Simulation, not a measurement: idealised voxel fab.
process module | voxel wiring stack
cross-section cut | 215 nm wide | cells 5 nm
A cross-section is a grid of square cells, given in bands from the top down. A band is one or more rows of cells.
Each band's line starts with the height of the band's top and of its bottom, in nm. Then come its materials from left to right, each with its width in nm. One material with "throughout" fills the band from edge to edge. "air" is empty space.
Height 0 is the level under which the wafer as received is all one material. The lowest band goes on downwards, as in "0 down".
A width such as "30 to 40" changes by the same amount from each row of cells to the next, from the band's top row to its bottom row.
"no change" after a step means that no cell of the cross-section changed.
closed voids: empty space of 8 cells or more with no open way to the top, each as width x height at its distance from the left edge, in nm
after a step's settings: what the simulator itself notes on the step
overlay nm, on a step with a mask: how far to the right of its planned place the mask lay; to the left if negative
Each pair below shows a cross-section before one step and the cross-section after it, down to the lowest band that changed. The line under each pair gives the step between them, with its settings. The pairs can come from different runs of this module on the same starting wafer, so a pair continues from the pair above only where its "before" says so.
before
  50 to 45: Cu throughout
  45 to 40: TiN 20 | Cu 20 | TiN 30 | Cu 20 | TiN 30 | Cu 20 | TiN 30 | Cu 20 | TiN 25
  40 to 15: SiO2 15 | TiN 5 | Cu 20 | TiN 5 | SiO2 20 | TiN 5 | Cu 20 | TiN 5 | SiO2 20 | TiN 5 | Cu 20 | TiN 5 | SiO2 20 | TiN 5 | Cu 20 | TiN 5 | SiO2 20
  15 to 10: SiN 15 | TiN 30 | SiN 20 | TiN 30 | SiN 20 | TiN 30 | SiN 20 | TiN 30 | SiN 20
  10 to 0: SiO2 throughout
  0 down: Si throughout
  closed voids: none
after
  45 to 40: TiN 20 | Cu 20 | TiN 30 | Cu 20 | TiN 30 | Cu 20 | TiN 30 | Cu 20 | TiN 25
  below 40: unchanged
  closed voids: none
the step between: op CMP | height nm 45
before: the cross-section after the pair above
after
  50 to 45: SiCN throughout
  below 45: unchanged
  closed voids: none
the step between: op CONFORMAL_DEP | material SiCN | thk nm 5
before: the cross-section after the pair above
after
  85 to 50: SiO2 throughout
  below 50: unchanged
  closed voids: none
the step between: op DIRECTIONAL_DEP | material SiO2 | thk nm 35
before: the cross-section after the pair above
after
  100 to 85: aC throughout
  below 85: unchanged
  closed voids: none
the step between: op DIRECTIONAL_DEP | material aC | thk nm 15
before: the cross-section after the pair above
after
  135 to 100: resist 15 | air 30 | resist 20 | air 30 | resist 20 | air 30 | resist 20 | air 30 | resist 20
  below 100: unchanged
  closed voids: none
the step between: op PATTERN | tone open | mask id METAL_2 | material resist | width nm 30 | pitch nm 50 | thk nm 35 | overlay nm 0
before: the cross-section after the pair above
after
  120 to 100: resist 15 | air 30 | resist 20 | air 30 | resist 20 | air 30 | resist 20 | air 30 | resist 20
  100 to 85: aC 15 | air 30 | aC 20 | air 30 | aC 20 | air 30 | aC 20 | air 30 | aC 20
  below 85: unchanged
  closed voids: none
the step between: op DIRECTIONAL_ETCH | etch materials aC | depth nm 15
before: the cross-section after the pair above
after
  100 to 85: aC 15 | air 30 | aC 20 | air 30 | aC 20 | air 30 | aC 20 | air 30 | aC 20
  below 85: unchanged
  closed voids: none
the step between: op STRIP | etch materials resist
before: the cross-section after the pair above
after
  100 to 85: aC 15 | air 30 | aC 20 | air 30 | aC 20 | air 30 | aC 20 | air 30 | aC 20
  85 to 65: SiO2 15 | air 30 | SiO2 20 | air 30 | SiO2 20 | air 30 | SiO2 20 | air 30 | SiO2 20
  below 65: unchanged
  closed voids: none
the step between: op DIRECTIONAL_ETCH | etch materials SiO2 | depth nm 20
before: the cross-section after the pair above
after
  85 to 65: SiO2 15 | air 30 | SiO2 20 | air 30 | SiO2 20 | air 30 | SiO2 20 | air 30 | SiO2 20
  below 65: unchanged
  closed voids: none
the step between: op STRIP | etch materials aC
before: the cross-section after the pair above
after
  85 to 65: SiO2 15 | air 30 | SiO2 20 | air 30 | SiO2 20 | air 30 | SiO2 20 | air 30 | SiO2 20
  65 to 50: SiO2 15 | air 15 | SiO2 85 | air 15 | SiO2 85
  below 50: unchanged
  closed voids: none
the step between: op MASKED_ETCH | tone open | mask id METAL_2_HOLES | width nm 15 | pitch nm 100 | etch materials SiO2 | depth nm 15 | overlay nm 0
before: the cross-section after the pair above
after
  85 to 65: SiO2 15 | air 30 | SiO2 20 | air 30 | SiO2 20 | air 30 | SiO2 20 | air 30 | SiO2 20
  65 to 50: SiO2 15 | air 15 | SiO2 85 | air 15 | SiO2 85
  50 to 45: SiCN 15 | air 15 | SiCN 85 | air 15 | SiCN 85
  below 45: unchanged
  closed voids: none
the step between: op MASKED_ETCH | tone open | mask id METAL_2_HOLES | width nm 15 | pitch nm 100 | etch materials SiCN | depth nm 5 | overlay nm 0
before: the cross-section after the pair above
after
  90 to 85: TiN 20 | air 20 | TiN 30 | air 20 | TiN 30 | air 20 | TiN 30 | air 20 | TiN 25
  85 to 70: SiO2 15 | TiN 5 | air 20 | TiN 5 | SiO2 20 | TiN 5 | air 20 | TiN 5 | SiO2 20 | TiN 5 | air 20 | TiN 5 | SiO2 20 | TiN 5 | air 20 | TiN 5 | SiO2 20
  70 to 65: SiO2 15 | TiN 5 | air 5 | TiN 20 | SiO2 20 | TiN 30 | SiO2 20 | TiN 5 | air 5 | TiN 20 | SiO2 20 | TiN 30 | SiO2 20
  65 to 50: SiO2 15 | TiN 5 | air 5 | TiN 5 | SiO2 85 | TiN 5 | air 5 | TiN 5 | SiO2 85
  50 to 45: SiCN 15 | TiN 15 | SiCN 85 | TiN 15 | SiCN 85
  below 45: unchanged
  closed voids: none
the step between: op CONFORMAL_DEP | material TiN | thk nm 5
before: the cross-section after the pair above
after
  95 to 90: Cu throughout
  90 to 85: TiN 20 | Cu 20 | TiN 30 | Cu 20 | TiN 30 | Cu 20 | TiN 30 | Cu 20 | TiN 25
  85 to 70: SiO2 15 | TiN 5 | Cu 20 | TiN 5 | SiO2 20 | TiN 5 | Cu 20 | TiN 5 | SiO2 20 | TiN 5 | Cu 20 | TiN 5 | SiO2 20 | TiN 5 | Cu 20 | TiN 5 | SiO2 20
  70 to 65: SiO2 15 | TiN 5 | Cu 5 | TiN 20 | SiO2 20 | TiN 30 | SiO2 20 | TiN 5 | Cu 5 | TiN 20 | SiO2 20 | TiN 30 | SiO2 20
  65 to 50: SiO2 15 | TiN 5 | Cu 5 | TiN 5 | SiO2 85 | TiN 5 | Cu 5 | TiN 5 | SiO2 85
  below 50: unchanged
  closed voids: none
the step between: op FILL_DEP | material Cu | thk nm 5
before: the cross-section after the pair above
after
  80 to 70: SiO2 15 | TiN 5 | Cu 20 | TiN 5 | SiO2 20 | TiN 5 | Cu 20 | TiN 5 | SiO2 20 | TiN 5 | Cu 20 | TiN 5 | SiO2 20 | TiN 5 | Cu 20 | TiN 5 | SiO2 20
  below 70: unchanged
  closed voids: none
the step between: op CMP | height nm 80
before: the cross-section after the pair above
after
  85 to 80: SiCN throughout
  below 80: unchanged
  closed voids: none
the step between: op CONFORMAL_DEP | material SiCN | thk nm 5
before: the cross-section after the pair above
after
  100 to 85: SiO2 throughout
  below 85: unchanged
  closed voids: none
the step between: op DIRECTIONAL_DEP | material SiO2 | thk nm 15
before: the cross-section after the pair above
after
  100 to 85: SiO2 15 | air 15 | SiO2 35 | air 15 | SiO2 35 | air 15 | SiO2 35 | air 15 | SiO2 35
  below 85: unchanged
  closed voids: none
the step between: op MASKED_ETCH | tone open | mask id PLUG_2 | width nm 15 | pitch nm 50 | etch materials SiO2 | depth nm 15 | overlay nm 0
before: the cross-section after the pair above
after
  100 to 85: SiO2 15 | air 15 | SiO2 35 | air 15 | SiO2 35 | air 15 | SiO2 35 | air 15 | SiO2 35
  85 to 80: SiCN 15 | air 15 | SiCN 35 | air 15 | SiCN 35 | air 15 | SiCN 35 | air 15 | SiCN 35
  below 80: unchanged
  closed voids: none
the step between: op MASKED_ETCH | tone open | mask id PLUG_2 | width nm 15 | pitch nm 50 | etch materials SiCN | depth nm 5 | overlay nm 0
before: the cross-section after the pair above
after
  105 to 100: TiN 20 | air 5 | TiN 45 | air 5 | TiN 45 | air 5 | TiN 45 | air 5 | TiN 40
  100 to 85: SiO2 15 | TiN 5 | air 5 | TiN 5 | SiO2 35 | TiN 5 | air 5 | TiN 5 | SiO2 35 | TiN 5 | air 5 | TiN 5 | SiO2 35 | TiN 5 | air 5 | TiN 5 | SiO2 35
  85 to 80: SiCN 15 | TiN 15 | SiCN 35 | TiN 15 | SiCN 35 | TiN 15 | SiCN 35 | TiN 15 | SiCN 35
  below 80: unchanged
  closed voids: none
the step between: op CONFORMAL_DEP | material TiN | thk nm 5
before: the cross-section after the pair above
after
  115 to 105: Ru throughout
  105 to 100: TiN 20 | Ru 5 | TiN 45 | Ru 5 | TiN 45 | Ru 5 | TiN 45 | Ru 5 | TiN 40
  100 to 85: SiO2 15 | TiN 5 | Ru 5 | TiN 5 | SiO2 35 | TiN 5 | Ru 5 | TiN 5 | SiO2 35 | TiN 5 | Ru 5 | TiN 5 | SiO2 35 | TiN 5 | Ru 5 | TiN 5 | SiO2 35
  below 85: unchanged
  closed voids: none
the step between: op FILL_DEP | material Ru | thk nm 10
before: the cross-section after the pair above
after
  100 to 85: SiO2 15 | TiN 5 | Ru 5 | TiN 5 | SiO2 35 | TiN 5 | Ru 5 | TiN 5 | SiO2 35 | TiN 5 | Ru 5 | TiN 5 | SiO2 35 | TiN 5 | Ru 5 | TiN 5 | SiO2 35
  below 85: unchanged
  closed voids: none
the step between: op CMP | height nm 100
before: the cross-section after the pair above
after
  105 to 100: SiCN throughout
  below 100: unchanged
  closed voids: none
the step between: op CONFORMAL_DEP | material SiCN | thk nm 5
before: the cross-section after the pair above
after
  125 to 105: SiO2 throughout
  below 105: unchanged
  closed voids: none
the step between: op DIRECTIONAL_DEP | material SiO2 | thk nm 20
before: the cross-section after the pair above
after
  140 to 125: aC throughout
  below 125: unchanged
  closed voids: none
the step between: op DIRECTIONAL_DEP | material aC | thk nm 15
before: the cross-section after the pair above
after
  175 to 140: resist 15 | air 30 | resist 20 | air 30 | resist 20 | air 30 | resist 20 | air 30 | resist 20
  below 140: unchanged
  closed voids: none
the step between: op PATTERN | tone open | mask id METAL_3 | material resist | width nm 30 | pitch nm 50 | thk nm 35 | overlay nm 0
before: the cross-section after the pair above
after
  160 to 140: resist 15 | air 30 | resist 20 | air 30 | resist 20 | air 30 | resist 20 | air 30 | resist 20
  140 to 125: aC 15 | air 30 | aC 20 | air 30 | aC 20 | air 30 | aC 20 | air 30 | aC 20
  below 125: unchanged
  closed voids: none
the step between: op DIRECTIONAL_ETCH | etch materials aC | depth nm 15
before: the cross-section after the pair above
after
  140 to 125: aC 15 | air 30 | aC 20 | air 30 | aC 20 | air 30 | aC 20 | air 30 | aC 20
  below 125: unchanged
  closed voids: none
the step between: op STRIP | etch materials resist
before: the cross-section after the pair above
after
  140 to 125: aC 15 | air 30 | aC 20 | air 30 | aC 20 | air 30 | aC 20 | air 30 | aC 20
  125 to 105: SiO2 15 | air 30 | SiO2 20 | air 30 | SiO2 20 | air 30 | SiO2 20 | air 30 | SiO2 20
  below 105: unchanged
  closed voids: none
the step between: op DIRECTIONAL_ETCH | etch materials SiO2 | depth nm 20
before: the cross-section after the pair above
after
  140 to 125: aC 15 | air 30 | aC 20 | air 30 | aC 20 | air 30 | aC 20 | air 30 | aC 20
  125 to 105: SiO2 15 | air 30 | SiO2 20 | air 30 | SiO2 20 | air 30 | SiO2 20 | air 30 | SiO2 20
  105 to 100: SiCN 15 | air 30 | SiCN 20 | air 30 | SiCN 20 | air 30 | SiCN 20 | air 30 | SiCN 20
  below 100: unchanged
  closed voids: none
the step between: op DIRECTIONAL_ETCH | etch materials SiCN | depth nm 5
before: the cross-section after the pair above
after
  125 to 105: SiO2 15 | air 30 | SiO2 20 | air 30 | SiO2 20 | air 30 | SiO2 20 | air 30 | SiO2 20
  below 105: unchanged
  closed voids: none
the step between: op STRIP | etch materials aC
before: the cross-section after the pair above
after
  130 to 125: TiN 20 | air 20 | TiN 30 | air 20 | TiN 30 | air 20 | TiN 30 | air 20 | TiN 25
  125 to 105: SiO2 15 | TiN 5 | air 20 | TiN 5 | SiO2 20 | TiN 5 | air 20 | TiN 5 | SiO2 20 | TiN 5 | air 20 | TiN 5 | SiO2 20 | TiN 5 | air 20 | TiN 5 | SiO2 20
  105 to 100: SiCN 15 | TiN 30 | SiCN 20 | TiN 30 | SiCN 20 | TiN 30 | SiCN 20 | TiN 30 | SiCN 20
  below 100: unchanged
  closed voids: none
the step between: op CONFORMAL_DEP | material TiN | thk nm 5
before: the cross-section after the pair above
after
  135 to 130: Cu throughout
  130 to 125: TiN 20 | Cu 20 | TiN 30 | Cu 20 | TiN 30 | Cu 20 | TiN 30 | Cu 20 | TiN 25
  125 to 105: SiO2 15 | TiN 5 | Cu 20 | TiN 5 | SiO2 20 | TiN 5 | Cu 20 | TiN 5 | SiO2 20 | TiN 5 | Cu 20 | TiN 5 | SiO2 20 | TiN 5 | Cu 20 | TiN 5 | SiO2 20
  below 105: unchanged
  closed voids: none
the step between: op FILL_DEP | material Cu | thk nm 5
before: the cross-section after the pair above
after
  125 to 105: SiO2 15 | TiN 5 | Cu 20 | TiN 5 | SiO2 20 | TiN 5 | Cu 20 | TiN 5 | SiO2 20 | TiN 5 | Cu 20 | TiN 5 | SiO2 20 | TiN 5 | Cu 20 | TiN 5 | SiO2 20
  below 105: unchanged
  closed voids: none
the step between: op CMP | height nm 125
before: the cross-section after the pair above
after
  130 to 125: SiCN throughout
  below 125: unchanged
  closed voids: none
the step between: op CONFORMAL_DEP | material SiCN | thk nm 5
before: the cross-section after the pair above
after
  140 to 130: lowk throughout
  below 130: unchanged
  closed voids: none
the step between: op DIRECTIONAL_DEP | material lowk | thk nm 10
before: the cross-section after the pair above
after
  155 to 140: resist 15 | air 15 | resist 35 | air 15 | resist 35 | air 15 | resist 35 | air 15 | resist 35
  below 140: unchanged
  closed voids: none
the step between: op PATTERN | tone open | mask id PLUG_3 | material resist | width nm 15 | pitch nm 50 | thk nm 15 | overlay nm 0
before: the cross-section after the pair above
after
  155 to 140: resist 15 | air 15 | resist 35 | air 15 | resist 35 | air 15 | resist 35 | air 15 | resist 35
  140 to 130: lowk 15 | air 15 | lowk 35 | air 15 | lowk 35 | air 15 | lowk 35 | air 15 | lowk 35
  below 130: unchanged
  closed voids: none
the step between: op DIRECTIONAL_ETCH | etch materials lowk | depth nm 10
before: the cross-section after the pair above
after
  155 to 140: resist 15 | air 15 | resist 35 | air 15 | resist 35 | air 15 | resist 35 | air 15 | resist 35
  140 to 130: lowk 15 | air 15 | lowk 35 | air 15 | lowk 35 | air 15 | lowk 35 | air 15 | lowk 35
  130 to 125: SiCN 15 | air 15 | SiCN 35 | air 15 | SiCN 35 | air 15 | SiCN 35 | air 15 | SiCN 35
  below 125: unchanged
  closed voids: none
the step between: op DIRECTIONAL_ETCH | etch materials SiCN | depth nm 5
before: the cross-section after the pair above
after
  140 to 130: lowk 15 | air 15 | lowk 35 | air 15 | lowk 35 | air 15 | lowk 35 | air 15 | lowk 35
  below 130: unchanged
  closed voids: none
the step between: op STRIP | etch materials resist
before: the cross-section after the pair above
after
  145 to 140: TiN 20 | air 5 | TiN 45 | air 5 | TiN 45 | air 5 | TiN 45 | air 5 | TiN 40
  140 to 130: lowk 15 | TiN 5 | air 5 | TiN 5 | lowk 35 | TiN 5 | air 5 | TiN 5 | lowk 35 | TiN 5 | air 5 | TiN 5 | lowk 35 | TiN 5 | air 5 | TiN 5 | lowk 35
  130 to 125: SiCN 15 | TiN 15 | SiCN 35 | TiN 15 | SiCN 35 | TiN 15 | SiCN 35 | TiN 15 | SiCN 35
  below 125: unchanged
  closed voids: none
the step between: op CONFORMAL_DEP | material TiN | thk nm 5
before: the cross-section after the pair above
after
  155 to 145: Ru throughout
  145 to 140: TiN 20 | Ru 5 | TiN 45 | Ru 5 | TiN 45 | Ru 5 | TiN 45 | Ru 5 | TiN 40
  140 to 130: lowk 15 | TiN 5 | Ru 5 | TiN 5 | lowk 35 | TiN 5 | Ru 5 | TiN 5 | lowk 35 | TiN 5 | Ru 5 | TiN 5 | lowk 35 | TiN 5 | Ru 5 | TiN 5 | lowk 35
  below 130: unchanged
  closed voids: none
the step between: op FILL_DEP | material Ru | thk nm 10
before: the cross-section after the pair above
after
  140 to 130: lowk 15 | TiN 5 | Ru 5 | TiN 5 | lowk 35 | TiN 5 | Ru 5 | TiN 5 | lowk 35 | TiN 5 | Ru 5 | TiN 5 | lowk 35 | TiN 5 | Ru 5 | TiN 5 | lowk 35
  below 130: unchanged
  closed voids: none
the step between: op CMP | height nm 140
before: the cross-section after the pair above
after
  145 to 140: TiN throughout
  below 140: unchanged
  closed voids: none
the step between: op DIRECTIONAL_DEP | material TiN | thk nm 5
before: the cross-section after the pair above
after
  165 to 145: W throughout
  below 145: unchanged
  closed voids: none
the step between: op DIRECTIONAL_DEP | material W | thk nm 20
before: the cross-section after the pair above
after
  175 to 165: aC throughout
  below 165: unchanged
  closed voids: none
the step between: op DIRECTIONAL_DEP | material aC | thk nm 10
before: the cross-section after the pair above
after
  200 to 175: air 15 | resist 30 | air 20 | resist 30 | air 20 | resist 30 | air 20 | resist 30 | air 20
  below 175: unchanged
  closed voids: none
the step between: op PATTERN | tone cover | mask id METAL_4 | material resist | width nm 30 | pitch nm 50 | thk nm 25 | overlay nm 0
before: the cross-section after the pair above
after
  190 to 175: air 15 | resist 30 | air 20 | resist 30 | air 20 | resist 30 | air 20 | resist 30 | air 20
  175 to 165: air 15 | aC 30 | air 20 | aC 30 | air 20 | aC 30 | air 20 | aC 30 | air 20
  below 165: unchanged
  closed voids: none
the step between: op DIRECTIONAL_ETCH | etch materials aC | depth nm 10
before: the cross-section after the pair above
after
  175 to 165: air 15 | aC 30 | air 20 | aC 30 | air 20 | aC 30 | air 20 | aC 30 | air 20
  below 165: unchanged
  closed voids: none
the step between: op STRIP | etch materials resist
before: the cross-section after the pair above
after
  175 to 165: air 15 | aC 30 | air 20 | aC 30 | air 20 | aC 30 | air 20 | aC 30 | air 20
  165 to 145: air 15 | W 30 | air 20 | W 30 | air 20 | W 30 | air 20 | W 30 | air 20
  below 145: unchanged
  closed voids: none
the step between: op DIRECTIONAL_ETCH | etch materials W | depth nm 20
before: the cross-section after the pair above
after
  175 to 165: air 15 | aC 30 | air 20 | aC 30 | air 20 | aC 30 | air 20 | aC 30 | air 20
  165 to 145: air 15 | W 30 | air 20 | W 30 | air 20 | W 30 | air 20 | W 30 | air 20
  145 to 140: air 15 | TiN 30 | air 20 | TiN 30 | air 20 | TiN 30 | air 20 | TiN 30 | air 20
  below 140: unchanged
  closed voids: none
the step between: op DIRECTIONAL_ETCH | etch materials TiN | depth nm 5
before: the cross-section after the pair above
after
  165 to 145: air 15 | W 30 | air 20 | W 30 | air 20 | W 30 | air 20 | W 30 | air 20
  below 145: unchanged
  closed voids: none
the step between: op STRIP | etch materials aC
before: the cross-section after the pair above
after
  170 to 165: air 10 | SiCN 40 | air 10 | SiCN 40 | air 10 | SiCN 40 | air 10 | SiCN 40 | air 15
  165 to 145: air 10 | SiCN 5 | W 30 | SiCN 5 | air 10 | SiCN 5 | W 30 | SiCN 5 | air 10 | SiCN 5 | W 30 | SiCN 5 | air 10 | SiCN 5 | W 30 | SiCN 5 | air 15
  145 to 140: SiCN 15 | TiN 30 | SiCN 20 | TiN 30 | SiCN 20 | TiN 30 | SiCN 20 | TiN 30 | SiCN 20
  below 140: unchanged
  closed voids: none
the step between: op CONFORMAL_DEP | material SiCN | thk nm 5
before: the cross-section after the pair above
after
  180 to 170: SiO2 throughout
  170 to 165: SiO2 10 | SiCN 40 | SiO2 10 | SiCN 40 | SiO2 10 | SiCN 40 | SiO2 10 | SiCN 40 | SiO2 15
  165 to 145: SiO2 10 | SiCN 5 | W 30 | SiCN 5 | SiO2 10 | SiCN 5 | W 30 | SiCN 5 | SiO2 10 | SiCN 5 | W 30 | SiCN 5 | SiO2 10 | SiCN 5 | W 30 | SiCN 5 | SiO2 15
  below 145: unchanged
  closed voids: none
the step between: op FILL_DEP | material SiO2 | thk nm 10
before: the cross-section after the pair above
after
  165 to 145: SiO2 10 | SiCN 5 | W 30 | SiCN 5 | SiO2 10 | SiCN 5 | W 30 | SiCN 5 | SiO2 10 | SiCN 5 | W 30 | SiCN 5 | SiO2 10 | SiCN 5 | W 30 | SiCN 5 | SiO2 15
  below 145: unchanged
  closed voids: none
the step between: op CMP | height nm 165
before: the cross-section after the pair above
after
  170 to 165: SiN throughout
  below 165: unchanged
  closed voids: none
the step between: op CONFORMAL_DEP | material SiN | thk nm 5
before
  55 to 40: aC throughout
  40 to 15: SiO2 throughout
  15 to 10: SiN throughout
  10 to 0: SiO2 throughout
  0 down: Si throughout
  closed voids: none
after
  85 to 55: resist 20 | air 25 | resist 25 | air 25 | resist 25 | air 25 | resist 25 | air 25 | resist 20
  below 55: unchanged
  closed voids: none
the step between: op PATTERN | tone open | mask id METAL_1 | material resist | width nm 25 | pitch nm 50 | thk nm 30 | overlay nm 0
before: the cross-section after the pair above
after
  70 to 55: resist 20 | air 25 | resist 25 | air 25 | resist 25 | air 25 | resist 25 | air 25 | resist 20
  55 to 40: aC 20 | air 25 | aC 25 | air 25 | aC 25 | air 25 | aC 25 | air 25 | aC 20
  below 40: unchanged
  closed voids: none
the step between: op DIRECTIONAL_ETCH | etch materials aC | depth nm 15
before: the cross-section after the pair above
after
  55 to 40: aC 20 | air 25 | aC 25 | air 25 | aC 25 | air 25 | aC 25 | air 25 | aC 20
  below 40: unchanged
  closed voids: none
the step between: op STRIP | etch materials resist
before: the cross-section after the pair above
after
  55 to 40: aC 20 | air 25 | aC 25 | air 25 | aC 25 | air 25 | aC 25 | air 25 | aC 20
  40 to 15: SiO2 20 | air 25 | SiO2 25 | air 25 | SiO2 25 | air 25 | SiO2 25 | air 25 | SiO2 20
  below 15: unchanged
  closed voids: none
the step between: op DIRECTIONAL_ETCH | etch materials SiO2 | depth nm 25
before: the cross-section after the pair above
after
  55 to 40: aC 20 | air 25 | aC 25 | air 25 | aC 25 | air 25 | aC 25 | air 25 | aC 20
  40 to 15: SiO2 20 | air 25 | SiO2 25 | air 25 | SiO2 25 | air 25 | SiO2 25 | air 25 | SiO2 20
  15 to 10: SiN 20 | air 25 | SiN 25 | air 25 | SiN 25 | air 25 | SiN 25 | air 25 | SiN 20
  below 10: unchanged
  closed voids: none
the step between: op DIRECTIONAL_ETCH | etch materials SiN | depth nm 5
before: the cross-section after the pair above
after
  40 to 15: SiO2 20 | air 25 | SiO2 25 | air 25 | SiO2 25 | air 25 | SiO2 25 | air 25 | SiO2 20
  below 15: unchanged
  closed voids: none
the step between: op STRIP | etch materials aC
before: the cross-section after the pair above
after
  45 to 40: TiN 25 | air 15 | TiN 35 | air 15 | TiN 35 | air 15 | TiN 35 | air 15 | TiN 25
  40 to 15: SiO2 20 | TiN 5 | air 15 | TiN 5 | SiO2 25 | TiN 5 | air 15 | TiN 5 | SiO2 25 | TiN 5 | air 15 | TiN 5 | SiO2 25 | TiN 5 | air 15 | TiN 5 | SiO2 20
  15 to 10: SiN 20 | TiN 25 | SiN 25 | TiN 25 | SiN 25 | TiN 25 | SiN 25 | TiN 25 | SiN 20
  below 10: unchanged
  closed voids: none
the step between: op CONFORMAL_DEP | material TiN | thk nm 5
before: the cross-section after the pair above
after
  50 to 45: Cu throughout
  45 to 40: TiN 25 | Cu 15 | TiN 35 | Cu 15 | TiN 35 | Cu 15 | TiN 35 | Cu 15 | TiN 25
  40 to 15: SiO2 20 | TiN 5 | Cu 15 | TiN 5 | SiO2 25 | TiN 5 | Cu 15 | TiN 5 | SiO2 25 | TiN 5 | Cu 15 | TiN 5 | SiO2 25 | TiN 5 | Cu 15 | TiN 5 | SiO2 20
  below 15: unchanged
  closed voids: none
the step between: op FILL_DEP | material Cu | thk nm 5
before: the cross-section after the pair above
after
  40 to 15: SiO2 20 | TiN 5 | Cu 15 | TiN 5 | SiO2 25 | TiN 5 | Cu 15 | TiN 5 | SiO2 25 | TiN 5 | Cu 15 | TiN 5 | SiO2 25 | TiN 5 | Cu 15 | TiN 5 | SiO2 20
  below 15: unchanged
  closed voids: none
the step between: op CMP | height nm 40
before: the cross-section after the pair above
after
  45 to 40: SiCN throughout
  below 40: unchanged
  closed voids: none
the step between: op CONFORMAL_DEP | material SiCN | thk nm 5
before: the cross-section after the pair above
after
  80 to 45: SiO2 throughout
  below 45: unchanged
  closed voids: none
the step between: op DIRECTIONAL_DEP | material SiO2 | thk nm 35
before: the cross-section after the pair above
after
  95 to 80: aC throughout
  below 80: unchanged
  closed voids: none
the step between: op DIRECTIONAL_DEP | material aC | thk nm 15
before: the cross-section after the pair above
after
  130 to 95: resist 15 | air 30 | resist 20 | air 30 | resist 20 | air 30 | resist 20 | air 30 | resist 20
  below 95: unchanged
  closed voids: none
the step between: op PATTERN | tone open | mask id METAL_2 | material resist | width nm 30 | pitch nm 50 | thk nm 35 | overlay nm 0
before: the cross-section after the pair above
after
  115 to 95: resist 15 | air 30 | resist 20 | air 30 | resist 20 | air 30 | resist 20 | air 30 | resist 20
  95 to 80: aC 15 | air 30 | aC 20 | air 30 | aC 20 | air 30 | aC 20 | air 30 | aC 20
  below 80: unchanged
  closed voids: none
the step between: op DIRECTIONAL_ETCH | etch materials aC | depth nm 15
before: the cross-section after the pair above
after
  95 to 80: aC 15 | air 30 | aC 20 | air 30 | aC 20 | air 30 | aC 20 | air 30 | aC 20
  below 80: unchanged
  closed voids: none
the step between: op STRIP | etch materials resist
before: the cross-section after the pair above
after
  95 to 80: aC 15 | air 30 | aC 20 | air 30 | aC 20 | air 30 | aC 20 | air 30 | aC 20
  80 to 60: SiO2 15 | air 30 | SiO2 20 | air 30 | SiO2 20 | air 30 | SiO2 20 | air 30 | SiO2 20
  below 60: unchanged
  closed voids: none
the step between: op DIRECTIONAL_ETCH | etch materials SiO2 | depth nm 20
before: the cross-section after the pair above
after
  80 to 60: SiO2 15 | air 30 | SiO2 20 | air 30 | SiO2 20 | air 30 | SiO2 20 | air 30 | SiO2 20
  below 60: unchanged
  closed voids: none
the step between: op STRIP | etch materials aC
before: the cross-section after the pair above
after
  80 to 60: SiO2 15 | air 30 | SiO2 20 | air 30 | SiO2 20 | air 30 | SiO2 20 | air 30 | SiO2 20
  60 to 45: SiO2 15 | air 15 | SiO2 85 | air 15 | SiO2 85
  below 45: unchanged
  closed voids: none
the step between: op MASKED_ETCH | tone open | mask id METAL_2_HOLES | width nm 15 | pitch nm 100 | etch materials SiO2 | depth nm 15 | overlay nm 0
before: the cross-section after the pair above
after
  80 to 60: SiO2 15 | air 30 | SiO2 20 | air 30 | SiO2 20 | air 30 | SiO2 20 | air 30 | SiO2 20
  60 to 45: SiO2 15 | air 15 | SiO2 85 | air 15 | SiO2 85
  45 to 40: SiCN 15 | air 15 | SiCN 85 | air 15 | SiCN 85
  below 40: unchanged
  closed voids: none
the step between: op MASKED_ETCH | tone open | mask id METAL_2_HOLES | width nm 15 | pitch nm 100 | etch materials SiCN | depth nm 5 | overlay nm 0
before: the cross-section after the pair above
after
  85 to 80: TiN 20 | air 20 | TiN 30 | air 20 | TiN 30 | air 20 | TiN 30 | air 20 | TiN 25
  80 to 65: SiO2 15 | TiN 5 | air 20 | TiN 5 | SiO2 20 | TiN 5 | air 20 | TiN 5 | SiO2 20 | TiN 5 | air 20 | TiN 5 | SiO2 20 | TiN 5 | air 20 | TiN 5 | SiO2 20
  65 to 60: SiO2 15 | TiN 5 | air 5 | TiN 20 | SiO2 20 | TiN 30 | SiO2 20 | TiN 5 | air 5 | TiN 20 | SiO2 20 | TiN 30 | SiO2 20
  60 to 45: SiO2 15 | TiN 5 | air 5 | TiN 5 | SiO2 85 | TiN 5 | air 5 | TiN 5 | SiO2 85
  45 to 40: SiCN 15 | TiN 15 | SiCN 85 | TiN 15 | SiCN 85
  below 40: unchanged
  closed voids: none
the step between: op CONFORMAL_DEP | material TiN | thk nm 5
before: the cross-section after the pair above
after
  90 to 85: Cu throughout
  85 to 80: TiN 20 | Cu 20 | TiN 30 | Cu 20 | TiN 30 | Cu 20 | TiN 30 | Cu 20 | TiN 25
  80 to 65: SiO2 15 | TiN 5 | Cu 20 | TiN 5 | SiO2 20 | TiN 5 | Cu 20 | TiN 5 | SiO2 20 | TiN 5 | Cu 20 | TiN 5 | SiO2 20 | TiN 5 | Cu 20 | TiN 5 | SiO2 20
  65 to 60: SiO2 15 | TiN 5 | Cu 5 | TiN 20 | SiO2 20 | TiN 30 | SiO2 20 | TiN 5 | Cu 5 | TiN 20 | SiO2 20 | TiN 30 | SiO2 20
  60 to 45: SiO2 15 | TiN 5 | Cu 5 | TiN 5 | SiO2 85 | TiN 5 | Cu 5 | TiN 5 | SiO2 85
  below 45: unchanged
  closed voids: none
the step between: op FILL_DEP | material Cu | thk nm 5
before: the cross-section after the pair above
after
  80 to 65: SiO2 15 | TiN 5 | Cu 20 | TiN 5 | SiO2 20 | TiN 5 | Cu 20 | TiN 5 | SiO2 20 | TiN 5 | Cu 20 | TiN 5 | SiO2 20 | TiN 5 | Cu 20 | TiN 5 | SiO2 20
  below 65: unchanged
  closed voids: none
the step between: op CMP | height nm 80
before: the cross-section after the pair above
after
  85 to 80: SiCN throughout
  below 80: unchanged
  closed voids: none
the step between: op CONFORMAL_DEP | material SiCN | thk nm 5
before: the cross-section after the pair above
after
  100 to 85: SiO2 throughout
  below 85: unchanged
  closed voids: none
the step between: op DIRECTIONAL_DEP | material SiO2 | thk nm 15
before: the cross-section after the pair above
after
  100 to 85: SiO2 15 | air 15 | SiO2 35 | air 15 | SiO2 35 | air 15 | SiO2 35 | air 15 | SiO2 35
  below 85: unchanged
  closed voids: none
the step between: op MASKED_ETCH | tone open | mask id PLUG_2 | width nm 15 | pitch nm 50 | etch materials SiO2 | depth nm 15 | overlay nm 0
before: the cross-section after the pair above
after
  100 to 85: SiO2 15 | air 15 | SiO2 35 | air 15 | SiO2 35 | air 15 | SiO2 35 | air 15 | SiO2 35
  85 to 80: SiCN 15 | air 15 | SiCN 35 | air 15 | SiCN 35 | air 15 | SiCN 35 | air 15 | SiCN 35
  below 80: unchanged
  closed voids: none
the step between: op MASKED_ETCH | tone open | mask id PLUG_2 | width nm 15 | pitch nm 50 | etch materials SiCN | depth nm 5 | overlay nm 0
